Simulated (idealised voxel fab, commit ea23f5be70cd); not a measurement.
Herein follows the process module entitled voxel wiring stack.
It is cross-section cut that appears here, measuring 205 nm in width, its square cells being 5 nm in size.
Reading order for cross-sections: top band down to bottom band. Underlying form: a grid of square cells. Band size: one or more rows of cells.
Basically the band line says how high the top is and how high the bottom is, in nm, and then what's in it from left to right, every material with its width in nm. Empty space shows up as "empty", and if a single material carries "all across" it runs the full band edge to edge.
Convention: height 0 is the level below which the wafer, as received, is all one material. The lowest band does not terminate at the bottom but continues downward, represented as "from 0 down".
It should be noted that a width expressed as "30 to 40" varies in equal increments from row to row of cells within the band, taking the value of the first number at the top row and that of the second number at the bottom row.
Given "nothing was modified" for a step, no cell of the cross-section differs between before and after that step.
Any empty space of 8 cells or more lacking an open way to the top shows up in "Closed empty spaces" as width x height at distance, distance from the left edge, in nm.
Whatever follows a step's settings on its line is a remark the simulator itself makes about that step.
Steps that use a mask can have "overlay nm" on their line. It says how far the mask sat to the right of where it was meant to be. Negative means to the left.

# The following list gives the planned process steps
1: RECEIVE | material Si
2: CONFORMAL_DEP | material SiO2 | thk nm 15
3: DIRECTIONAL_DEP | material TiN | thk nm 5
4: DIRECTIONAL_DEP | material W | thk nm 20
5: DIRECTIONAL_DEP | material aC | thk nm 10
6: PATTERN | tone cover | mask id METAL_1 | material resist | width nm 20 | pitch nm 35 | thk nm 30 | overlay nm 0
7: DIRECTIONAL_ETCH | etch materials aC | depth nm 10
8: STRIP | etch materials resist
9: DIRECTIONAL_ETCH | etch materials W | depth nm 20
10: DIRECTIONAL_ETCH | etch materials TiN | depth nm 5
11: STRIP | etch materials aC
12: CONFORMAL_DEP | material SiN | thk nm 5
13: FILL_DEP | material SiO2 | thk nm 5
14: CMP | height nm 40
15: CONFORMAL_DEP | material SiCN | thk nm 5
16: DIRECTIONAL_DEP | material lowk | thk nm 30
17: MASKED_ETCH | tone open | mask id METAL_2_HOLES | width nm 15 | pitch nm 70 | etch materials lowk | depth nm 30 | overlay nm 0
18: PATTERN | tone open | mask id METAL_2 | material resist | width nm 20 | pitch nm 35 | thk nm 20 | overlay nm 0
19: DIRECTIONAL_ETCH | etch materials lowk | depth nm 15
20: DIRECTIONAL_ETCH | etch materials SiCN | depth nm 5
21: STRIP | etch materials resist
22: CONFORMAL_DEP | material TiN | thk nm 5
23: FILL_DEP | material Ru | thk nm 5
24: CMP | height nm 75
25: CONFORMAL_DEP | material SiCN | thk nm 5
26: DIRECTIONAL_DEP | material SiO2 | thk nm 35
27: DIRECTIONAL_DEP | material aC | thk nm 15
28: PATTERN | tone open | mask id METAL_3 | material resist | width nm 20 | pitch nm 35 | thk nm 30 | overlay nm 0
29: DIRECTIONAL_ETCH | etch materials aC | depth nm 15
30: STRIP | etch materials resist
31: DIRECTIONAL_ETCH | etch materials SiO2 | depth nm 20
32: STRIP | etch materials aC
33: MASKED_ETCH | tone open | mask id METAL_3_HOLES | width nm 15 | pitch nm 70 | etch materials SiO2 | depth nm 15 | overlay nm 0
34: MASKED_ETCH | tone open | mask id METAL_3_HOLES | width nm 15 | pitch nm 70 | etch materials SiCN | depth nm 5 | overlay nm 0
35: CONFORMAL_DEP | material TiN | thk nm 5
36: FILL_DEP | material Ru | thk nm 5
37: CMP | height nm 115
38: CONFORMAL_DEP | material SiCN | thk nm 5
39: DIRECTIONAL_DEP | material SiO2 | thk nm 35
40: DIRECTIONAL_DEP | material aC | thk nm 10
41: PATTERN | tone open | mask id METAL_4 | material resist | width nm 20 | pitch nm 35 | thk nm 25 | overlay nm 0
42: DIRECTIONAL_ETCH | etch materials aC | depth nm 10
43: STRIP | etch materials resist
44: DIRECTIONAL_ETCH | etch materials SiO2 | depth nm 20
45: STRIP | etch materials aC
46: PATTERN | tone open | mask id METAL_4_HOLES | material resist | width nm 15 | pitch nm 70 | thk nm 20 | overlay nm 0
47: DIRECTIONAL_ETCH | etch materials SiO2 | depth nm 15
48: DIRECTIONAL_ETCH | etch materials SiCN | depth nm 5
49: STRIP | etch materials resist
50: CONFORMAL_DEP | material TiN | thk nm 5
51: FILL_DEP | material Cu | thk nm 10
52: CMP | height nm 155
53: CONFORMAL_DEP | material SiCN | thk nm 5

# Shown in cross-section is the wafer as received, that is, as it stands after step 1
- from 0 down = Si all across
- Closed empty spaces: none

# Cross-section: first of two wafers, module finished, run according to plan
- from 160 to 155 = SiCN all across
- from 155 to 140 = 40 of SiO2 | 5 of TiN | 10 of Cu | 5 of TiN | 15 of SiO2 | 5 of TiN | 10 of Cu | 5 of TiN | 15 of SiO2 | 5 of TiN | 10 of Cu | 5 of TiN | 15 of SiO2 | 5 of TiN | 10 of Cu | 5 of TiN | 40 of SiO2
- from 140 to 135 = 40 of SiO2 | 5 of TiN | 5 of Cu | 10 of TiN | 15 of SiO2 | 20 of TiN | 15 of SiO2 | 5 of TiN | 5 of Cu | 10 of TiN | 15 of SiO2 | 20 of TiN | 40 of SiO2
- from 135 to 120 = 40 of SiO2 | 5 of TiN | 5 of Cu | 5 of TiN | 55 of SiO2 | 5 of TiN | 5 of Cu | 5 of TiN | 80 of SiO2
- from 120 to 115 = 40 of SiCN | 15 of TiN | 55 of SiCN | 15 of TiN | 80 of SiCN
- from 115 to 100 = 40 of SiO2 | 5 of TiN | 10 of Ru | 5 of TiN | 15 of SiO2 | 5 of TiN | 10 of Ru | 5 of TiN | 15 of SiO2 | 5 of TiN | 10 of Ru | 5 of TiN | 15 of SiO2 | 5 of TiN | 10 of Ru | 5 of TiN | 40 of SiO2
- from 100 to 95 = 40 of SiO2 | 5 of TiN | 5 of Ru | 10 of TiN | 15 of SiO2 | 20 of TiN | 15 of SiO2 | 5 of TiN | 5 of Ru | 10 of TiN | 15 of SiO2 | 20 of TiN | 40 of SiO2
- from 95 to 80 = 40 of SiO2 | 5 of TiN | 5 of Ru | 5 of TiN | 55 of SiO2 | 5 of TiN | 5 of Ru | 5 of TiN | 80 of SiO2
- from 80 to 75 = 40 of SiCN | 15 of TiN | 55 of SiCN | 15 of TiN | 80 of SiCN
- from 75 to 65 = 40 of lowk | 5 of TiN | 10 of Ru | 5 of TiN | 15 of lowk | 5 of TiN | 10 of Ru | 5 of TiN | 15 of lowk | 5 of TiN | 10 of Ru | 5 of TiN | 15 of lowk | 5 of TiN | 10 of Ru | 5 of TiN | 40 of lowk
- from 65 to 60 = 40 of lowk | 5 of TiN | 5 of Ru | 10 of TiN | 15 of lowk | 20 of TiN | 15 of lowk | 5 of TiN | 5 of Ru | 10 of TiN | 15 of lowk | 20 of TiN | 40 of lowk
- from 60 to 45 = 40 of lowk | 5 of TiN | 5 of Ru | 5 of TiN | 55 of lowk | 5 of TiN | 5 of Ru | 5 of TiN | 80 of lowk
- from 45 to 40 = 40 of SiCN | 15 of TiN | 55 of SiCN | 15 of TiN | 80 of SiCN
- from 40 to 20 = 35 of SiO2 | 5 of SiN | 20 of W | 5 of SiN | 5 of SiO2 | 5 of SiN | 20 of W | 5 of SiN | 5 of SiO2 | 5 of SiN | 20 of W | 5 of SiN | 5 of SiO2 | 5 of SiN | 20 of W | 5 of SiN | 35 of SiO2
- from 20 to 15 = 40 of SiN | 20 of TiN | 15 of SiN | 20 of TiN | 15 of SiN | 20 of TiN | 15 of SiN | 20 of TiN | 40 of SiN
- from 15 to 0 = SiO2 all across
- from 0 down = Si all across
- Closed empty spaces: none

# second wafer at the end: like start, like plan, one mistake
- from 160 to 155 = SiCN all across
- from 155 to 140 = 40 of SiO2 | 5 of TiN | 10 of Cu | 5 of TiN | 15 of SiO2 | 5 of TiN | 10 of Cu | 5 of TiN | 15 of SiO2 | 5 of TiN | 10 of Cu | 5 of TiN | 15 of SiO2 | 5 of TiN | 10 of Cu | 5 of TiN | 40 of SiO2
- from 140 to 135 = 40 of SiO2 | 5 of TiN | 5 of Cu | 10 of TiN | 15 of SiO2 | 20 of TiN | 15 of SiO2 | 5 of TiN | 5 of Cu | 10 of TiN | 15 of SiO2 | 20 of TiN | 40 of SiO2
- from 135 to 120 = 40 of SiO2 | 5 of TiN | 5 of Cu | 5 of TiN | 55 of SiO2 | 5 of TiN | 5 of Cu | 5 of TiN | 80 of SiO2
- from 120 to 115 = 40 of SiCN | 15 of TiN | 55 of SiCN | 15 of TiN | 80 of SiCN
- from 115 to 100 = 40 of SiO2 | 5 of TiN | 10 of Ru | 5 of TiN | 15 of SiO2 | 5 of TiN | 10 of Ru | 5 of TiN | 15 of SiO2 | 5 of TiN | 10 of Ru | 5 of TiN | 15 of SiO2 | 5 of TiN | 10 of Ru | 5 of TiN | 40 of SiO2
- from 100 to 95 = 40 of SiO2 | 5 of TiN | 5 of Ru | 10 of TiN | 15 of SiO2 | 20 of TiN | 15 of SiO2 | 5 of TiN | 5 of Ru | 10 of TiN | 15 of SiO2 | 20 of TiN | 40 of SiO2
- from 95 to 80 = 40 of SiO2 | 5 of TiN | 5 of Ru | 5 of TiN | 55 of SiO2 | 5 of TiN | 5 of Ru | 5 of TiN | 80 of SiO2
- from 80 to 75 = 40 of SiCN | 15 of TiN | 55 of SiCN | 15 of TiN | 80 of SiCN
- from 75 to 65 = 40 of lowk | 5 of TiN | 10 of Ru | 5 of TiN | 15 of lowk | 5 of TiN | 10 of Ru | 5 of TiN | 15 of lowk | 5 of TiN | 10 of Ru | 5 of TiN | 15 of lowk | 5 of TiN | 10 of Ru | 5 of TiN | 40 of lowk
- from 65 to 60 = 40 of lowk | 5 of TiN | 5 of Ru | 10 of TiN | 15 of lowk | 20 of TiN | 15 of lowk | 5 of TiN | 5 of Ru | 10 of TiN | 15 of lowk | 20 of TiN | 40 of lowk
- from 60 to 45 = 40 of lowk | 5 of TiN | 5 of Ru | 5 of TiN | 55 of lowk | 5 of TiN | 5 of Ru | 5 of TiN | 80 of lowk
- from 45 to 40 = 40 of SiCN | 15 of TiN | 55 of SiCN | 15 of TiN | 80 of SiCN
- from 40 to 25 = 35 of SiO2 | 5 of SiN | 20 of W | 5 of SiN | 5 of SiO2 | 5 of SiN | 20 of W | 5 of SiN | 5 of SiO2 | 5 of SiN | 20 of W | 5 of SiN | 5 of SiO2 | 5 of SiN | 20 of W | 5 of SiN | 35 of SiO2
- from 25 to 20 = 40 of SiN | 20 of W | 15 of SiN | 20 of W | 15 of SiN | 20 of W | 15 of SiN | 20 of W | 40 of SiN
- from 20 to 5 = SiO2 all across
- from 5 to 0 = TiN all across
- from 0 down = Si all across
- Closed empty spaces: none
Misprocessing identified: mixed up steps 2 and 3 - ran each in the other's place
Final wafer comparison in cells, second versus first, more or fewer per material: SiN -8; SiO2 -17; TiN +25
